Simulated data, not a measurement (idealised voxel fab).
The document below concerns the process module designated voxel tone inversion.
Displayed cross-section: cut, width of 230 nm, square cells sized 5 nm.
How to read a cross-section here: the picture is a grid of square cells, written as bands going from the top down, and any band can span one or more rows of cells.
The band entry comprises the height of the band's top followed by the height of its bottom, expressed in nm, and subsequently the band's materials from left to right, each stated together with its width in nm. Where a single material is marked with the word "everywhere", that material fills the band from edge to edge. The word "air" represents empty space.
Zero point of the height axis is 0; under it, received wafer = one material. Lowest band: continues down indefinitely, "top 0, no bottom".
Width: "30->40" (first number = top row, second number = bottom row, same change from row to row of cells).
"nothing was modified" for a step: no cell of the cross-section changed in that step.
Enclosed void catalog: empty space of 8 cells or more with no open way to the top, each as width x height at its distance from the left edge, in nm
Note: text after step settings on the step line = simulator remark on that step.
Among the settings permitted on a step's line is "overlay nm"; applied to a step with a mask, it specifies the extent to which the mask lay to the right of its planned position, whereas a negative figure signifies a position to the left.
-- Below is the list of planned process steps
1. RECEIVE: material Si
2. CONFORMAL_DEP: material SiN, thk nm 5
3. DIRECTIONAL_DEP: material aC, thk nm 20
4. PATTERN: tone cover, mask id POSTS, material resist, width nm 25, pitch nm 45, thk nm 30, overlay nm 0
5. DIRECTIONAL_ETCH: etch materials aC, depth nm 20
6. STRIP: etch materials resist
7. FILL_DEP: material SiO2, thk nm 5
8. CMP: height nm 25
9. STRIP: etch materials aC
-- Shown in cross-section is the wafer as received, that is, as it stands after step 1
> top 0, no bottom | Si everywhere
> Enclosed void catalog: none
-- Final wafer profile in cross-section after the module, from the same start and plan as above, with one mistake made during processing
> top 25, bottom 0 | SiN everywhere
> top 0, no bottom | Si everywhere
> Enclosed void catalog: none
Deviation noted in wafer processing: step 3 did not happen as planned, as run it was DIRECTIONAL_DEP: material SiN, thk nm 20
